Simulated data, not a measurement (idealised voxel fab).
process module | voxel transistor to metal
cross-section cut | 205 nm wide | cells 5 nm
A cross-section is a grid of square cells, given in bands from the top down. A band is one or more rows of cells.
Each band's line starts with the height of the band's top and of its bottom, in nm. Then come its materials from left to right, each with its width in nm. One material with "throughout" fills the band from edge to edge. "air" is empty space.
Height 0 is the level under which the wafer as received is all one material. The lowest band goes on downwards, as in "0 down".
A width such as "30 to 40" changes by the same amount from each row of cells to the next, from the band's top row to its bottom row.
"no change" after a step means that no cell of the cross-section changed.
closed voids: empty space of 8 cells or more with no open way to the top, each as width x height at its distance from the left edge, in nm
after a step's settings: what the simulator itself notes on the step
overlay nm, on a step with a mask: how far to the right of its planned place the mask lay; to the left if negative
plan
1 op RECEIVE | material Si
2 op CONFORMAL_DEP | material SiO2 | thk nm 5
3 op CONFORMAL_DEP | material SiN | thk nm 15
4 op MASKED_ETCH | tone cover | mask id ACTIVE | width nm 105 | etch materials SiN | depth nm 15 | overlay nm 0
5 op MASKED_ETCH | tone cover | mask id ACTIVE | width nm 115 | etch materials SiO2 | depth nm 5 | overlay nm 0
6 op MASKED_ETCH | tone cover | mask id ACTIVE | width nm 115 | etch materials Si | depth nm 30 | overlay nm 0
7 op OXIDIZE | depth nm 5
8 op FILL_DEP | material SiO2 | thk nm 15
9 op CMP | height nm 20
10 op SELECTIVE_ETCH | etch materials SiO2 | depth nm 5
11 op STRIP | etch materials SiN
12 op SELECTIVE_ETCH | etch materials SiO2 | depth nm 5
13 op OXIDIZE | depth nm 5
14 op DIRECTIONAL_DEP | material polySi | thk nm 30
15 op DIRECTIONAL_DEP | material SiCN | thk nm 10
16 op MASKED_ETCH | tone cover | mask id GATE | width nm 25 | etch materials SiCN | depth nm 20 | overlay nm 0
17 op MASKED_ETCH | tone cover | mask id GATE | width nm 25 | etch materials polySi | depth nm 40 | overlay nm 0
18 op CONFORMAL_DEP | material SiN | thk nm 10
19 op DIRECTIONAL_ETCH | etch materials SiN | depth nm 10
20 op DIRECTIONAL_ETCH | etch materials SiO2 | depth nm 5
21 op DIRECTIONAL_ETCH | etch materials Si | depth nm 5
22 op EPI | material SiGe | thk nm 5
23 op FILL_DEP | material SiO2 | thk nm 5
24 op CMP | height nm 40
25 op DIRECTIONAL_DEP | material SiO2 | thk nm 15
26 op DIRECTIONAL_DEP | material aC | thk nm 10
27 op PATTERN | tone open | mask id CONTACT | material resist | width nm 20 | pitch nm 85 | thk nm 30 | overlay nm 0
28 op DIRECTIONAL_ETCH | etch materials aC | depth nm 10
29 op STRIP | etch materials resist
30 op DIRECTIONAL_ETCH | etch materials SiO2 | depth nm 60
31 op STRIP | etch materials aC
32 op CONFORMAL_DEP | material TiN | thk nm 5
33 op FILL_DEP | material W | thk nm 5
34 op CMP | height nm 55
35 op DIRECTIONAL_DEP | material TiN | thk nm 5
36 op DIRECTIONAL_DEP | material W | thk nm 25
37 op MASKED_ETCH | tone cover | mask id METAL_1 | width nm 20 | pitch nm 85 | etch materials W | depth nm 25 | overlay nm 0
38 op MASKED_ETCH | tone cover | mask id METAL_1 | width nm 20 | pitch nm 85 | etch materials TiN | depth nm 5 | overlay nm 0
39 op FILL_DEP | material lowk | thk nm 10
40 op CMP | height nm 85
41 op CONFORMAL_DEP | material SiCN | thk nm 5
42 op DIRECTIONAL_DEP | material SiO2 | thk nm 25
43 op DIRECTIONAL_DEP | material aC | thk nm 15
44 op PATTERN | tone open | mask id METAL_2 | material resist | width nm 20 | pitch nm 85 | thk nm 30 | overlay nm 0
45 op DIRECTIONAL_ETCH | etch materials aC | depth nm 15
46 op STRIP | etch materials resist
47 op DIRECTIONAL_ETCH | etch materials SiO2 | depth nm 15
48 op STRIP | etch materials aC
49 op DIRECTIONAL_DEP | material aC | thk nm 15
50 op PATTERN | tone open | mask id METAL_2_HOLES | material resist | width nm 15 | pitch nm 85 | thk nm 30 | overlay nm 0
51 op DIRECTIONAL_ETCH | etch materials aC | depth nm 15
52 op STRIP | etch materials resist
53 op DIRECTIONAL_ETCH | etch materials SiO2 | depth nm 10
54 op DIRECTIONAL_ETCH | etch materials SiCN | depth nm 5
55 op STRIP | etch materials aC
56 op CONFORMAL_DEP | material TiN | thk nm 5
57 op FILL_DEP | material Ru | thk nm 10
58 op CMP | height nm 115
59 op CONFORMAL_DEP | material SiCN | thk nm 5
varied across the wafers: width nm of step 4. The plan shows the first wafer's value. All wafers start alike
first wafer as received, after step 1
  0 down: Si throughout
  closed voids: none
first wafer at the end, after step 59
  120 to 115: SiCN throughout
  115 to 105: SiO2 50 | TiN 5 | Ru 10 | TiN 5 | SiO2 65 | TiN 5 | Ru 10 | TiN 5 | SiO2 50
  105 to 100: SiO2 50 | TiN 5 | Ru 5 | TiN 10 | SiO2 65 | TiN 5 | Ru 5 | TiN 10 | SiO2 50
  100 to 90: SiO2 50 | TiN 5 | Ru 5 | TiN 5 | SiO2 70 | TiN 5 | Ru 5 | TiN 5 | SiO2 55
  90 to 85: SiCN 50 | TiN 15 | SiCN 70 | TiN 15 | SiCN 55
  85 to 60: lowk 50 | W 20 | lowk 65 | W 20 | lowk 50
  60 to 55: lowk 50 | TiN 20 | lowk 65 | TiN 20 | lowk 50
  55 to 40: SiO2 50 | TiN 5 | W 10 | TiN 5 | SiO2 65 | TiN 5 | W 10 | TiN 5 | SiO2 50
  40 to 30: SiO2 50 | TiN 5 | W 10 | TiN 5 | SiO2 10 | SiN 10 | SiCN 25 | SiN 10 | SiO2 10 | TiN 5 | W 10 | TiN 5 | SiO2 50
  30 to 15: SiO2 50 | TiN 5 | W 10 | TiN 5 | SiO2 10 | SiN 10 | polySi 25 | SiN 10 | SiO2 10 | TiN 5 | W 10 | TiN 5 | SiO2 50
  15 to 10: SiO2 50 | TiN 10 | W 5 | TiN 5 | SiO2 10 | SiN 10 | polySi 25 | SiN 10 | SiO2 10 | TiN 5 | W 5 | TiN 10 | SiO2 50
  10 to 5: SiO2 45 | SiN 10 | TiN 5 | W 5 | TiN 5 | SiO2 10 | SiN 10 | polySi 25 | SiN 10 | SiO2 10 | TiN 5 | W 5 | TiN 5 | SiN 10 | SiO2 45
  5 to 0: SiO2 45 | SiN 10 | TiN 15 | SiO2 10 | SiN 10 | polySi 25 | SiN 10 | SiO2 10 | TiN 15 | SiN 10 | SiO2 45
  0 to -5: SiO2 55 | SiGe 5 | TiN 10 | SiO2 5 | SiGe 5 | SiO2 45 | SiGe 5 | SiO2 5 | TiN 10 | SiGe 5 | SiO2 55
  -5 to -10: SiO2 50 | Si 5 | SiGe 25 | Si 45 | SiGe 25 | Si 5 | SiO2 50
  -10 to -35: SiO2 50 | Si 105 | SiO2 50
  -35 down: Si throughout
  closed voids: none
last wafer at the end
  120 to 115: SiCN throughout
  115 to 105: SiO2 50 | TiN 5 | Ru 10 | TiN 5 | SiO2 65 | TiN 5 | Ru 10 | TiN 5 | SiO2 50
  105 to 100: SiO2 50 | TiN 5 | Ru 5 | TiN 10 | SiO2 65 | TiN 5 | Ru 5 | TiN 10 | SiO2 50
  100 to 90: SiO2 50 | TiN 5 | Ru 5 | TiN 5 | SiO2 70 | TiN 5 | Ru 5 | TiN 5 | SiO2 55
  90 to 85: SiCN 50 | TiN 15 | SiCN 70 | TiN 15 | SiCN 55
  85 to 60: lowk 50 | W 20 | lowk 65 | W 20 | lowk 50
  60 to 55: lowk 50 | TiN 20 | lowk 65 | TiN 20 | lowk 50
  55 to 40: SiO2 50 | TiN 5 | W 10 | TiN 5 | SiO2 65 | TiN 5 | W 10 | TiN 5 | SiO2 50
  40 to 30: SiO2 50 | TiN 5 | W 10 | TiN 5 | SiO2 10 | SiN 10 | SiCN 25 | SiN 10 | SiO2 10 | TiN 5 | W 10 | TiN 5 | SiO2 50
  30 to 10: SiO2 50 | TiN 5 | W 10 | TiN 5 | SiO2 10 | SiN 10 | polySi 25 | SiN 10 | SiO2 10 | TiN 5 | W 10 | TiN 5 | SiO2 50
  10 to 0: SiO2 35 | SiN 10 | SiO2 5 | TiN 5 | W 10 | TiN 5 | SiO2 10 | SiN 10 | polySi 25 | SiN 10 | SiO2 10 | TiN 5 | W 10 | TiN 5 | SiO2 10 | SiN 10 | SiO2 30
  0 to -5: SiO2 50 | TiN 20 | SiO2 5 | SiGe 5 | SiO2 45 | SiGe 5 | SiO2 5 | TiN 20 | SiO2 50
  -5 to -10: SiO2 45 | SiGe 35 | Si 45 | SiGe 40 | SiO2 40
  -10 to -35: SiO2 45 | Si 120 | SiO2 40
  -35 down: Si throughout
  closed voids: none
each wafer at the end: cells of each material gained (+) or lost (-) since it was received, then its closed voids
width nm 105 | +14 Ru | -171 Si | +86 SiCN | +14 SiGe | +40 SiN | +609 SiO2 | +88 TiN | +76 W | +198 lowk | +30 polySi | closed voids: none
width nm 110 | +14 Ru | -172 Si | +86 SiCN | +14 SiGe | +40 SiN | +606 SiO2 | +88 TiN | +80 W | +198 lowk | +30 polySi | closed voids: none
width nm 115 | +14 Ru | -173 Si | +86 SiCN | +14 SiGe | +40 SiN | +603 SiO2 | +88 TiN | +84 W | +198 lowk | +30 polySi | closed voids: none
width nm 120 | +14 Ru | -168 Si | +86 SiCN | +15 SiGe | +40 SiN | +597 SiO2 | +88 TiN | +84 W | +198 lowk | +30 polySi | closed voids: none
width nm 125 | +14 Ru | -163 Si | +86 SiCN | +16 SiGe | +40 SiN | +591 SiO2 | +88 TiN | +84 W | +198 lowk | +30 polySi | closed voids: none
width nm 130 | +14 Ru | -158 Si | +86 SiCN | +17 SiGe | +40 SiN | +585 SiO2 | +88 TiN | +84 W | +198 lowk | +30 polySi | closed voids: none
